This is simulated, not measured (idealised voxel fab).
process module | voxel transistor to metal
cross-section cut | 160 nm wide | cells 5 nm
A cross-section is a grid of square cells, given in bands from the top down. A band is one or more rows of cells.
Each band's line starts with the height of the band's top and of its bottom, in nm. Then come its materials from left to right, each with its width in nm. One material with "throughout" fills the band from edge to edge. "air" is empty space.
Height 0 is the level under which the wafer as received is all one material. The lowest band goes on downwards, as in "0 down".
A width such as "30 to 40" changes by the same amount from each row of cells to the next, from the band's top row to its bottom row.
"no change" after a step means that no cell of the cross-section changed.
closed voids: empty space of 8 cells or more with no open way to the top, each as width x height at its distance from the left edge, in nm
after a step's settings: what the simulator itself notes on the step
overlay nm, on a step with a mask: how far to the right of its planned place the mask lay; to the left if negative
plan
1 op RECEIVE | material Si
2 op CONFORMAL_DEP | material SiO2 | thk nm 5
3 op CONFORMAL_DEP | material SiN | thk nm 10
4 op PATTERN | tone cover | mask id ACTIVE | material resist | width nm 100 | thk nm 20 | overlay nm 0
5 op DIRECTIONAL_ETCH | etch materials SiN | depth nm 10
6 op DIRECTIONAL_ETCH | etch materials SiO2 | depth nm 5
7 op DIRECTIONAL_ETCH | etch materials Si | depth nm 30
8 op STRIP | etch materials resist
9 op OXIDIZE | depth nm 5
10 op FILL_DEP | material SiO2 | thk nm 15
11 op CMP | height nm 15
12 op SELECTIVE_ETCH | etch materials SiO2 | depth nm 5
13 op STRIP | etch materials SiN
14 op SELECTIVE_ETCH | etch materials SiO2 | depth nm 5
15 op OXIDIZE | depth nm 5
16 op DIRECTIONAL_DEP | material polySi | thk nm 25
17 op DIRECTIONAL_DEP | material SiCN | thk nm 15
18 op DIRECTIONAL_DEP | material aC | thk nm 15
19 op PATTERN | tone cover | mask id GATE | material resist | width nm 30 | thk nm 30 | overlay nm 0
20 op DIRECTIONAL_ETCH | etch materials aC | depth nm 15
21 op STRIP | etch materials resist
22 op DIRECTIONAL_ETCH | etch materials SiCN | depth nm 25
23 op DIRECTIONAL_ETCH | etch materials polySi | depth nm 35
24 op STRIP | etch materials aC
25 op CONFORMAL_DEP | material SiN | thk nm 5
26 op DIRECTIONAL_ETCH | etch materials SiN | depth nm 5
27 op DIRECTIONAL_ETCH | etch materials SiO2 | depth nm 5
28 op DIRECTIONAL_ETCH | etch materials Si | depth nm 15
29 op EPI | material pSi | thk nm 15
30 op FILL_DEP | material SiO2 | thk nm 10
31 op CMP | height nm 25
32 op STRIP | etch materials polySi
33 op SELECTIVE_ETCH | etch materials SiO2 | depth nm 5
34 op CONFORMAL_DEP | material HfO2 | thk nm 5
35 op CONFORMAL_DEP | material TiN | thk nm 5
36 op FILL_DEP | material W | thk nm 5
37 op CMP | height nm 20
38 op DIRECTIONAL_DEP | material SiO2 | thk nm 10
39 op MASKED_ETCH | tone open | mask id CONTACT | width nm 15 | pitch nm 75 | etch materials SiO2 | depth nm 35 | overlay nm 0
40 op CONFORMAL_DEP | material TiN | thk nm 5
41 op FILL_DEP | material Ru | thk nm 5
42 op CMP | height nm 30
43 op CONFORMAL_DEP | material SiN | thk nm 5
44 op DIRECTIONAL_DEP | material SiO2 | thk nm 25
45 op PATTERN | tone open | mask id METAL_1 | material resist | width nm 15 | pitch nm 75 | thk nm 20 | overlay nm 0
46 op DIRECTIONAL_ETCH | etch materials SiO2 | depth nm 25
47 op DIRECTIONAL_ETCH | etch materials SiN | depth nm 5
48 op STRIP | etch materials resist
49 op CONFORMAL_DEP | material TiN | thk nm 5
50 op FILL_DEP | material Cu | thk nm 10
51 op CMP | height nm 60
52 op EPI | material Ru | thk nm 5
53 op FILL_DEP | material SiCN | thk nm 5
first wafer, as planned
as received, after step 1
  0 down: Si throughout
  closed voids: none
after step 2
  5 to 0: SiO2 throughout
  below 0: unchanged
after step 3
  15 to 5: SiN throughout
  below 5: unchanged
after step 4
  35 to 15: air 30 | resist 100 | air 30
  below 15: unchanged
after step 5
  35 to 15: air 30 | resist 100 | air 30
  15 to 5: air 30 | SiN 100 | air 30
  below 5: unchanged
after step 6
  35 to 15: air 30 | resist 100 | air 30
  15 to 5: air 30 | SiN 100 | air 30
  5 to 0: air 30 | SiO2 100 | air 30
  below 0: unchanged
after step 7
  35 to 15: air 30 | resist 100 | air 30
  15 to 5: air 30 | SiN 100 | air 30
  5 to 0: air 30 | SiO2 100 | air 30
  0 to -30: air 30 | Si 100 | air 30
  below -30: unchanged
after step 8
  15 to 5: air 30 | SiN 100 | air 30
  below 5: unchanged
after step 9
  15 to 5: air 30 | SiN 100 | air 30
  5 to 0: air 30 | SiO2 100 | air 30
  0 to -30: air 30 | SiO2 5 | Si 90 | SiO2 5 | air 30
  -30 to -35: SiO2 35 | Si 90 | SiO2 35
  below -35: unchanged
after step 10
  30 to 15: SiO2 throughout
  15 to 5: SiO2 30 | SiN 100 | SiO2 30
  5 to 0: SiO2 throughout
  0 to -35: SiO2 35 | Si 90 | SiO2 35
  below -35: unchanged
after step 11
  15 to 5: SiO2 30 | SiN 100 | SiO2 30
  below 5: unchanged
after step 12
  15 to 10: air 30 | SiN 100 | air 30
  below 10: unchanged
after step 13
  10 to 5: SiO2 30 | air 100 | SiO2 30
  below 5: unchanged
after step 14
  5 to 0: SiO2 25 | air 110 | SiO2 25
  below 0: unchanged
after step 15
  5 to 0: SiO2 25 | air 110 | SiO2 25
  0 to -5: SiO2 throughout
  below -5: unchanged
after step 16
  30 to 25: polySi 25 | air 110 | polySi 25
  25 to 5: polySi throughout
  5 to 0: SiO2 25 | polySi 110 | SiO2 25
  below 0: unchanged
after step 17
  45 to 40: SiCN 25 | air 110 | SiCN 25
  40 to 30: SiCN throughout
  30 to 25: polySi 25 | SiCN 110 | polySi 25
  below 25: unchanged
after step 18
  60 to 55: aC 25 | air 110 | aC 25
  55 to 45: aC throughout
  45 to 40: SiCN 25 | aC 110 | SiCN 25
  below 40: unchanged
after step 19
  90 to 60: air 65 | resist 30 | air 65
  60 to 55: aC 25 | air 40 | resist 30 | air 40 | aC 25
  below 55: unchanged
after step 20
  75 to 55: air 65 | resist 30 | air 65
  55 to 45: air 65 | aC 30 | air 65
  45 to 40: SiCN 25 | air 40 | aC 30 | air 40 | SiCN 25
  below 40: unchanged
after step 21
  55 to 45: air 65 | aC 30 | air 65
  below 45: unchanged
after step 22
  55 to 40: air 65 | aC 30 | air 65
  40 to 30: air 65 | SiCN 30 | air 65
  30 to 25: polySi 25 | air 40 | SiCN 30 | air 40 | polySi 25
  below 25: unchanged
after step 23
  55 to 40: air 65 | aC 30 | air 65
  40 to 25: air 65 | SiCN 30 | air 65
  25 to 5: air 65 | polySi 30 | air 65
  5 to 0: SiO2 25 | air 40 | polySi 30 | air 40 | SiO2 25
  below 0: unchanged
after step 24
  40 to 25: air 65 | SiCN 30 | air 65
  below 25: unchanged
after step 25
  45 to 40: air 60 | SiN 40 | air 60
  40 to 25: air 60 | SiN 5 | SiCN 30 | SiN 5 | air 60
  25 to 10: air 60 | SiN 5 | polySi 30 | SiN 5 | air 60
  10 to 5: SiN 30 | air 30 | SiN 5 | polySi 30 | SiN 5 | air 30 | SiN 30
  5 to 0: SiO2 25 | SiN 40 | polySi 30 | SiN 40 | SiO2 25
  below 0: unchanged
after step 26
  40 to 25: air 60 | SiN 5 | SiCN 30 | SiN 5 | air 60
  25 to 5: air 60 | SiN 5 | polySi 30 | SiN 5 | air 60
  5 to 0: SiO2 25 | SiN 5 | air 30 | SiN 5 | polySi 30 | SiN 5 | air 30 | SiN 5 | SiO2 25
  below 0: unchanged
after step 27
  40 to 25: air 60 | SiN 5 | SiCN 30 | SiN 5 | air 60
  25 to 5: air 60 | SiN 5 | polySi 30 | SiN 5 | air 60
  5 to 0: air 25 | SiN 5 | air 30 | SiN 5 | polySi 30 | SiN 5 | air 30 | SiN 5 | air 25
  0 to -5: SiO2 30 | air 30 | SiO2 40 | air 30 | SiO2 30
  below -5: unchanged
after step 28
  40 to 25: air 60 | SiN 5 | SiCN 30 | SiN 5 | air 60
  25 to 5: air 60 | SiN 5 | polySi 30 | SiN 5 | air 60
  5 to 0: air 25 | SiN 5 | air 30 | SiN 5 | polySi 30 | SiN 5 | air 30 | SiN 5 | air 25
  0 to -5: SiO2 30 | air 30 | SiO2 40 | air 30 | SiO2 30
  -5 to -20: SiO2 35 | air 25 | Si 40 | air 25 | SiO2 35
  below -20: unchanged
after step 29
  40 to 25: air 60 | SiN 5 | SiCN 30 | SiN 5 | air 60
  25 to 10: air 60 | SiN 5 | polySi 30 | SiN 5 | air 60
  10 to 5: air 45 | pSi 15 | SiN 5 | polySi 30 | SiN 5 | pSi 15 | air 45
  5 to 0: air 25 | SiN 5 | air 15 | pSi 15 | SiN 5 | polySi 30 | SiN 5 | pSi 15 | air 15 | SiN 5 | air 25
  0 to -5: SiO2 30 | air 15 | pSi 15 | SiO2 40 | pSi 15 | air 15 | SiO2 30
  -5 to -20: SiO2 35 | pSi 25 | Si 40 | pSi 25 | SiO2 35
  below -20: unchanged
after step 30
  50 to 40: SiO2 throughout
  40 to 25: SiO2 60 | SiN 5 | SiCN 30 | SiN 5 | SiO2 60
  25 to 10: SiO2 60 | SiN 5 | polySi 30 | SiN 5 | SiO2 60
  10 to 5: SiO2 45 | pSi 15 | SiN 5 | polySi 30 | SiN 5 | pSi 15 | SiO2 45
  5 to 0: SiO2 25 | SiN 5 | SiO2 15 | pSi 15 | SiN 5 | polySi 30 | SiN 5 | pSi 15 | SiO2 15 | SiN 5 | SiO2 25
  0 to -5: SiO2 45 | pSi 15 | SiO2 40 | pSi 15 | SiO2 45
  below -5: unchanged
after step 31
  25 to 10: SiO2 60 | SiN 5 | polySi 30 | SiN 5 | SiO2 60
  below 10: unchanged
after step 32
  25 to 10: SiO2 60 | SiN 5 | air 30 | SiN 5 | SiO2 60
  10 to 5: SiO2 45 | pSi 15 | SiN 5 | air 30 | SiN 5 | pSi 15 | SiO2 45
  5 to 0: SiO2 25 | SiN 5 | SiO2 15 | pSi 15 | SiN 5 | air 30 | SiN 5 | pSi 15 | SiO2 15 | SiN 5 | SiO2 25
  below 0: unchanged
after step 33
  25 to 20: air 60 | SiN 5 | air 30 | SiN 5 | air 60
  20 to 10: SiO2 60 | SiN 5 | air 30 | SiN 5 | SiO2 60
  10 to 5: SiO2 45 | pSi 15 | SiN 5 | air 30 | SiN 5 | pSi 15 | SiO2 45
  5 to 0: SiO2 25 | SiN 5 | SiO2 15 | pSi 15 | SiN 5 | air 30 | SiN 5 | pSi 15 | SiO2 15 | SiN 5 | SiO2 25
  0 to -5: SiO2 45 | pSi 15 | air 40 | pSi 15 | SiO2 45
  below -5: unchanged
after step 34
  30 to 25: air 55 | HfO2 15 | air 20 | HfO2 15 | air 55
  25 to 20: HfO2 60 | SiN 5 | HfO2 5 | air 20 | HfO2 5 | SiN 5 | HfO2 60
  20 to 10: SiO2 60 | SiN 5 | HfO2 5 | air 20 | HfO2 5 | SiN 5 | SiO2 60
  10 to 5: SiO2 45 | pSi 15 | SiN 5 | HfO2 5 | air 20 | HfO2 5 | SiN 5 | pSi 15 | SiO2 45
  5 to 0: SiO2 25 | SiN 5 | SiO2 15 | pSi 15 | SiN 5 | HfO2 5 | air 20 | HfO2 5 | SiN 5 | pSi 15 | SiO2 15 | SiN 5 | SiO2 25
  0 to -5: SiO2 45 | pSi 15 | HfO2 40 | pSi 15 | SiO2 45
  below -5: unchanged
after step 35
  35 to 30: air 50 | TiN 25 | air 10 | TiN 25 | air 50
  30 to 25: TiN 55 | HfO2 15 | TiN 5 | air 10 | TiN 5 | HfO2 15 | TiN 55
  25 to 20: HfO2 60 | SiN 5 | HfO2 5 | TiN 5 | air 10 | TiN 5 | HfO2 5 | SiN 5 | HfO2 60
  20 to 10: SiO2 60 | SiN 5 | HfO2 5 | TiN 5 | air 10 | TiN 5 | HfO2 5 | SiN 5 | SiO2 60
  10 to 5: SiO2 45 | pSi 15 | SiN 5 | HfO2 5 | TiN 5 | air 10 | TiN 5 | HfO2 5 | SiN 5 | pSi 15 | SiO2 45
  5 to 0: SiO2 25 | SiN 5 | SiO2 15 | pSi 15 | SiN 5 | HfO2 5 | TiN 20 | HfO2 5 | SiN 5 | pSi 15 | SiO2 15 | SiN 5 | SiO2 25
  below 0: unchanged
after step 36
  40 to 35: W throughout
  35 to 30: W 50 | TiN 25 | W 10 | TiN 25 | W 50
  30 to 25: TiN 55 | HfO2 15 | TiN 5 | W 10 | TiN 5 | HfO2 15 | TiN 55
  25 to 20: HfO2 60 | SiN 5 | HfO2 5 | TiN 5 | W 10 | TiN 5 | HfO2 5 | SiN 5 | HfO2 60
  20 to 10: SiO2 60 | SiN 5 | HfO2 5 | TiN 5 | W 10 | TiN 5 | HfO2 5 | SiN 5 | SiO2 60
  10 to 5: SiO2 45 | pSi 15 | SiN 5 | HfO2 5 | TiN 5 | W 10 | TiN 5 | HfO2 5 | SiN 5 | pSi 15 | SiO2 45
  below 5: unchanged
after step 37
  20 to 10: SiO2 60 | SiN 5 | HfO2 5 | TiN 5 | W 10 | TiN 5 | HfO2 5 | SiN 5 | SiO2 60
  below 10: unchanged
after step 38
  30 to 20: SiO2 throughout
  below 20: unchanged
after step 39
  30 to 20: SiO2 35 | air 15 | SiO2 60 | air 15 | SiO2 35
  20 to 10: SiO2 35 | air 15 | SiO2 10 | SiN 5 | HfO2 5 | TiN 5 | W 10 | TiN 5 | HfO2 5 | SiN 5 | SiO2 10 | air 15 | SiO2 35
  10 to 5: SiO2 35 | air 10 | pSi 15 | SiN 5 | HfO2 5 | TiN 5 | W 10 | TiN 5 | HfO2 5 | SiN 5 | pSi 15 | air 10 | SiO2 35
  5 to 0: SiO2 25 | SiN 5 | SiO2 5 | air 10 | pSi 15 | SiN 5 | HfO2 5 | TiN 20 | HfO2 5 | SiN 5 | pSi 15 | air 10 | SiO2 5 | SiN 5 | SiO2 25
  0 to -5: SiO2 35 | air 10 | pSi 15 | HfO2 40 | pSi 15 | air 10 | SiO2 35
  below -5: unchanged
after step 40
  35 to 30: TiN 40 | air 5 | TiN 70 | air 5 | TiN 40
  30 to 20: SiO2 35 | TiN 5 | air 5 | TiN 5 | SiO2 60 | TiN 5 | air 5 | TiN 5 | SiO2 35
  20 to 15: SiO2 35 | TiN 5 | air 5 | TiN 5 | SiO2 10 | SiN 5 | HfO2 5 | TiN 5 | W 10 | TiN 5 | HfO2 5 | SiN 5 | SiO2 10 | TiN 5 | air 5 | TiN 5 | SiO2 35
  15 to 10: SiO2 35 | TiN 15 | SiO2 10 | SiN 5 | HfO2 5 | TiN 5 | W 10 | TiN 5 | HfO2 5 | SiN 5 | SiO2 10 | TiN 15 | SiO2 35
  10 to 5: SiO2 35 | TiN 10 | pSi 15 | SiN 5 | HfO2 5 | TiN 5 | W 10 | TiN 5 | HfO2 5 | SiN 5 | pSi 15 | TiN 10 | SiO2 35
  5 to 0: SiO2 25 | SiN 5 | SiO2 5 | TiN 10 | pSi 15 | SiN 5 | HfO2 5 | TiN 20 | HfO2 5 | SiN 5 | pSi 15 | TiN 10 | SiO2 5 | SiN 5 | SiO2 25
  0 to -5: SiO2 35 | TiN 10 | pSi 15 | HfO2 40 | pSi 15 | TiN 10 | SiO2 35
  below -5: unchanged
after step 41
  40 to 35: Ru throughout
  35 to 30: TiN 40 | Ru 5 | TiN 70 | Ru 5 | TiN 40
  30 to 20: SiO2 35 | TiN 5 | Ru 5 | TiN 5 | SiO2 60 | TiN 5 | Ru 5 | TiN 5 | SiO2 35
  20 to 15: SiO2 35 | TiN 5 | Ru 5 | TiN 5 | SiO2 10 | SiN 5 | HfO2 5 | TiN 5 | W 10 | TiN 5 | HfO2 5 | SiN 5 | SiO2 10 | TiN 5 | Ru 5 | TiN 5 | SiO2 35
  below 15: unchanged
after step 42
  30 to 20: SiO2 35 | TiN 5 | Ru 5 | TiN 5 | SiO2 60 | TiN 5 | Ru 5 | TiN 5 | SiO2 35
  below 20: unchanged
after step 43
  35 to 30: SiN throughout
  below 30: unchanged
after step 44
  60 to 35: SiO2 throughout
  below 35: unchanged
after step 45
  80 to 60: resist 35 | air 15 | resist 60 | air 15 | resist 35
  below 60: unchanged
after step 46
  80 to 60: resist 35 | air 15 | resist 60 | air 15 | resist 35
  60 to 35: SiO2 35 | air 15 | SiO2 60 | air 15 | SiO2 35
  below 35: unchanged
after step 47
  80 to 60: resist 35 | air 15 | resist 60 | air 15 | resist 35
  60 to 35: SiO2 35 | air 15 | SiO2 60 | air 15 | SiO2 35
  35 to 30: SiN 35 | air 15 | SiN 60 | air 15 | SiN 35
  below 30: unchanged
after step 48
  60 to 35: SiO2 35 | air 15 | SiO2 60 | air 15 | SiO2 35
  below 35: unchanged
after step 49
  65 to 60: TiN 40 | air 5 | TiN 70 | air 5 | TiN 40
  60 to 35: SiO2 35 | TiN 5 | air 5 | TiN 5 | SiO2 60 | TiN 5 | air 5 | TiN 5 | SiO2 35
  35 to 30: SiN 35 | TiN 15 | SiN 60 | TiN 15 | SiN 35
  below 30: unchanged
after step 50
  75 to 65: Cu throughout
  65 to 60: TiN 40 | Cu 5 | TiN 70 | Cu 5 | TiN 40
  60 to 35: SiO2 35 | TiN 5 | Cu 5 | TiN 5 | SiO2 60 | TiN 5 | Cu 5 | TiN 5 | SiO2 35
  below 35: unchanged
after step 51
  60 to 35: SiO2 35 | TiN 5 | Cu 5 | TiN 5 | SiO2 60 | TiN 5 | Cu 5 | TiN 5 | SiO2 35
  below 35: unchanged
after step 52
  65 to 60: air 30 | Ru 25 | air 50 | Ru 25 | air 30
  below 60: unchanged
after step 53
  70 to 65: SiCN throughout
  65 to 60: SiCN 30 | Ru 25 | SiCN 50 | Ru 25 | SiCN 30
  below 60: unchanged
second wafer: like start, like plan, one mistake. Through step 27 it matches the first wafer
when step 28 should have ended
  40 to 25: air 60 | SiN 5 | SiCN 30 | SiN 5 | air 60
  25 to 5: air 60 | SiN 5 | polySi 30 | SiN 5 | air 60
  5 to 0: air 25 | SiN 5 | air 30 | SiN 5 | polySi 30 | SiN 5 | air 30 | SiN 5 | air 25
  0 to -5: SiO2 30 | air 30 | SiO2 40 | air 30 | SiO2 30
  -5 to -35: SiO2 35 | air 25 | Si 40 | air 25 | SiO2 35
  below -35: unchanged
when step 29 should have ended
  40 to 25: air 60 | SiN 5 | SiCN 30 | SiN 5 | air 60
  25 to 10: air 60 | SiN 5 | polySi 30 | SiN 5 | air 60
  10 to 5: air 45 | pSi 15 | SiN 5 | polySi 30 | SiN 5 | pSi 15 | air 45
  5 to 0: air 25 | SiN 5 | air 15 | pSi 15 | SiN 5 | polySi 30 | SiN 5 | pSi 15 | air 15 | SiN 5 | air 25
  0 to -5: SiO2 30 | air 15 | pSi 15 | SiO2 40 | pSi 15 | air 15 | SiO2 30
  -5 to -20: SiO2 35 | air 10 | pSi 15 | Si 40 | pSi 15 | air 10 | SiO2 35
  -20 to -35: SiO2 35 | pSi 25 | Si 40 | pSi 25 | SiO2 35
  below -35: unchanged
when step 30 should have ended
  50 to 40: SiO2 throughout
  40 to 25: SiO2 60 | SiN 5 | SiCN 30 | SiN 5 | SiO2 60
  25 to 10: SiO2 60 | SiN 5 | polySi 30 | SiN 5 | SiO2 60
  10 to 5: SiO2 45 | pSi 15 | SiN 5 | polySi 30 | SiN 5 | pSi 15 | SiO2 45
  5 to 0: SiO2 25 | SiN 5 | SiO2 15 | pSi 15 | SiN 5 | polySi 30 | SiN 5 | pSi 15 | SiO2 15 | SiN 5 | SiO2 25
  0 to -5: SiO2 45 | pSi 15 | SiO2 40 | pSi 15 | SiO2 45
  -5 to -20: SiO2 45 | pSi 15 | Si 40 | pSi 15 | SiO2 45
  below -20: unchanged
when step 31 should have ended
  25 to 10: SiO2 60 | SiN 5 | polySi 30 | SiN 5 | SiO2 60
  below 10: unchanged
when step 32 should have ended
  25 to 10: SiO2 60 | SiN 5 | air 30 | SiN 5 | SiO2 60
  10 to 5: SiO2 45 | pSi 15 | SiN 5 | air 30 | SiN 5 | pSi 15 | SiO2 45
  5 to 0: SiO2 25 | SiN 5 | SiO2 15 | pSi 15 | SiN 5 | air 30 | SiN 5 | pSi 15 | SiO2 15 | SiN 5 | SiO2 25
  below 0: unchanged
when step 33 should have ended
  25 to 20: air 60 | SiN 5 | air 30 | SiN 5 | air 60
  20 to 10: SiO2 60 | SiN 5 | air 30 | SiN 5 | SiO2 60
  10 to 5: SiO2 45 | pSi 15 | SiN 5 | air 30 | SiN 5 | pSi 15 | SiO2 45
  5 to 0: SiO2 25 | SiN 5 | SiO2 15 | pSi 15 | SiN 5 | air 30 | SiN 5 | pSi 15 | SiO2 15 | SiN 5 | SiO2 25
  0 to -5: SiO2 45 | pSi 15 | air 40 | pSi 15 | SiO2 45
  below -5: unchanged
when step 34 should have ended
  30 to 25: air 55 | HfO2 15 | air 20 | HfO2 15 | air 55
  25 to 20: HfO2 60 | SiN 5 | HfO2 5 | air 20 | HfO2 5 | SiN 5 | HfO2 60
  20 to 10: SiO2 60 | SiN 5 | HfO2 5 | air 20 | HfO2 5 | SiN 5 | SiO2 60
  10 to 5: SiO2 45 | pSi 15 | SiN 5 | HfO2 5 | air 20 | HfO2 5 | SiN 5 | pSi 15 | SiO2 45
  5 to 0: SiO2 25 | SiN 5 | SiO2 15 | pSi 15 | SiN 5 | HfO2 5 | air 20 | HfO2 5 | SiN 5 | pSi 15 | SiO2 15 | SiN 5 | SiO2 25
  0 to -5: SiO2 45 | pSi 15 | HfO2 40 | pSi 15 | SiO2 45
  below -5: unchanged
when step 35 should have ended
  35 to 30: air 50 | TiN 25 | air 10 | TiN 25 | air 50
  30 to 25: TiN 55 | HfO2 15 | TiN 5 | air 10 | TiN 5 | HfO2 15 | TiN 55
  25 to 20: HfO2 60 | SiN 5 | HfO2 5 | TiN 5 | air 10 | TiN 5 | HfO2 5 | SiN 5 | HfO2 60
  20 to 10: SiO2 60 | SiN 5 | HfO2 5 | TiN 5 | air 10 | TiN 5 | HfO2 5 | SiN 5 | SiO2 60
  10 to 5: SiO2 45 | pSi 15 | SiN 5 | HfO2 5 | TiN 5 | air 10 | TiN 5 | HfO2 5 | SiN 5 | pSi 15 | SiO2 45
  5 to 0: SiO2 25 | SiN 5 | SiO2 15 | pSi 15 | SiN 5 | HfO2 5 | TiN 20 | HfO2 5 | SiN 5 | pSi 15 | SiO2 15 | SiN 5 | SiO2 25
  below 0: unchanged
when step 36 should have ended
  40 to 35: W throughout
  35 to 30: W 50 | TiN 25 | W 10 | TiN 25 | W 50
  30 to 25: TiN 55 | HfO2 15 | TiN 5 | W 10 | TiN 5 | HfO2 15 | TiN 55
  25 to 20: HfO2 60 | SiN 5 | HfO2 5 | TiN 5 | W 10 | TiN 5 | HfO2 5 | SiN 5 | HfO2 60
  20 to 10: SiO2 60 | SiN 5 | HfO2 5 | TiN 5 | W 10 | TiN 5 | HfO2 5 | SiN 5 | SiO2 60
  10 to 5: SiO2 45 | pSi 15 | SiN 5 | HfO2 5 | TiN 5 | W 10 | TiN 5 | HfO2 5 | SiN 5 | pSi 15 | SiO2 45
  below 5: unchanged
when step 37 should have ended
  20 to 10: SiO2 60 | SiN 5 | HfO2 5 | TiN 5 | W 10 | TiN 5 | HfO2 5 | SiN 5 | SiO2 60
  below 10: unchanged
when step 38 should have ended
  30 to 20: SiO2 throughout
  below 20: unchanged
when step 39 should have ended
  30 to 20: SiO2 35 | air 15 | SiO2 60 | air 15 | SiO2 35
  20 to 10: SiO2 35 | air 15 | SiO2 10 | SiN 5 | HfO2 5 | TiN 5 | W 10 | TiN 5 | HfO2 5 | SiN 5 | SiO2 10 | air 15 | SiO2 35
  10 to 5: SiO2 35 | air 10 | pSi 15 | SiN 5 | HfO2 5 | TiN 5 | W 10 | TiN 5 | HfO2 5 | SiN 5 | pSi 15 | air 10 | SiO2 35
  5 to 0: SiO2 25 | SiN 5 | SiO2 5 | air 10 | pSi 15 | SiN 5 | HfO2 5 | TiN 20 | HfO2 5 | SiN 5 | pSi 15 | air 10 | SiO2 5 | SiN 5 | SiO2 25
  0 to -5: SiO2 35 | air 10 | pSi 15 | HfO2 40 | pSi 15 | air 10 | SiO2 35
  below -5: unchanged
when step 40 should have ended
  35 to 30: TiN 40 | air 5 | TiN 70 | air 5 | TiN 40
  30 to 20: SiO2 35 | TiN 5 | air 5 | TiN 5 | SiO2 60 | TiN 5 | air 5 | TiN 5 | SiO2 35
  20 to 15: SiO2 35 | TiN 5 | air 5 | TiN 5 | SiO2 10 | SiN 5 | HfO2 5 | TiN 5 | W 10 | TiN 5 | HfO2 5 | SiN 5 | SiO2 10 | TiN 5 | air 5 | TiN 5 | SiO2 35
  15 to 10: SiO2 35 | TiN 15 | SiO2 10 | SiN 5 | HfO2 5 | TiN 5 | W 10 | TiN 5 | HfO2 5 | SiN 5 | SiO2 10 | TiN 15 | SiO2 35
  10 to 5: SiO2 35 | TiN 10 | pSi 15 | SiN 5 | HfO2 5 | TiN 5 | W 10 | TiN 5 | HfO2 5 | SiN 5 | pSi 15 | TiN 10 | SiO2 35
  5 to 0: SiO2 25 | SiN 5 | SiO2 5 | TiN 10 | pSi 15 | SiN 5 | HfO2 5 | TiN 20 | HfO2 5 | SiN 5 | pSi 15 | TiN 10 | SiO2 5 | SiN 5 | SiO2 25
  0 to -5: SiO2 35 | TiN 10 | pSi 15 | HfO2 40 | pSi 15 | TiN 10 | SiO2 35
  below -5: unchanged
when step 41 should have ended
  40 to 35: Ru throughout
  35 to 30: TiN 40 | Ru 5 | TiN 70 | Ru 5 | TiN 40
  30 to 20: SiO2 35 | TiN 5 | Ru 5 | TiN 5 | SiO2 60 | TiN 5 | Ru 5 | TiN 5 | SiO2 35
  20 to 15: SiO2 35 | TiN 5 | Ru 5 | TiN 5 | SiO2 10 | SiN 5 | HfO2 5 | TiN 5 | W 10 | TiN 5 | HfO2 5 | SiN 5 | SiO2 10 | TiN 5 | Ru 5 | TiN 5 | SiO2 35
  below 15: unchanged
when step 42 should have ended
  30 to 20: SiO2 35 | TiN 5 | Ru 5 | TiN 5 | SiO2 60 | TiN 5 | Ru 5 | TiN 5 | SiO2 35
  below 20: unchanged
when step 43 should have ended
  35 to 30: SiN throughout
  below 30: unchanged
when step 44 should have ended
  60 to 35: SiO2 throughout
  below 35: unchanged
when step 45 should have ended
  80 to 60: resist 35 | air 15 | resist 60 | air 15 | resist 35
  below 60: unchanged
when step 46 should have ended
  80 to 60: resist 35 | air 15 | resist 60 | air 15 | resist 35
  60 to 35: SiO2 35 | air 15 | SiO2 60 | air 15 | SiO2 35
  below 35: unchanged
when step 47 should have ended
  80 to 60: resist 35 | air 15 | resist 60 | air 15 | resist 35
  60 to 35: SiO2 35 | air 15 | SiO2 60 | air 15 | SiO2 35
  35 to 30: SiN 35 | air 15 | SiN 60 | air 15 | SiN 35
  below 30: unchanged
when step 48 should have ended
  60 to 35: SiO2 35 | air 15 | SiO2 60 | air 15 | SiO2 35
  below 35: unchanged
when step 49 should have ended
  65 to 60: TiN 40 | air 5 | TiN 70 | air 5 | TiN 40
  60 to 35: SiO2 35 | TiN 5 | air 5 | TiN 5 | SiO2 60 | TiN 5 | air 5 | TiN 5 | SiO2 35
  35 to 30: SiN 35 | TiN 15 | SiN 60 | TiN 15 | SiN 35
  below 30: unchanged
when step 50 should have ended
  75 to 65: Cu throughout
  65 to 60: TiN 40 | Cu 5 | TiN 70 | Cu 5 | TiN 40
  60 to 35: SiO2 35 | TiN 5 | Cu 5 | TiN 5 | SiO2 60 | TiN 5 | Cu 5 | TiN 5 | SiO2 35
  below 35: unchanged
when step 51 should have ended
  60 to 35: SiO2 35 | TiN 5 | Cu 5 | TiN 5 | SiO2 60 | TiN 5 | Cu 5 | TiN 5 | SiO2 35
  below 35: unchanged
when step 52 should have ended
  65 to 60: air 30 | Ru 25 | air 50 | Ru 25 | air 30
  below 60: unchanged
when step 53 should have ended
  70 to 65: SiCN throughout
  65 to 60: SiCN 30 | Ru 25 | SiCN 50 | Ru 25 | SiCN 30
  below 60: unchanged
what went wrong: step 28 was run twice
at the end the second wafer has, in cells: 30 fewer of Si | 12 more of SiO2 | 18 more of pSi
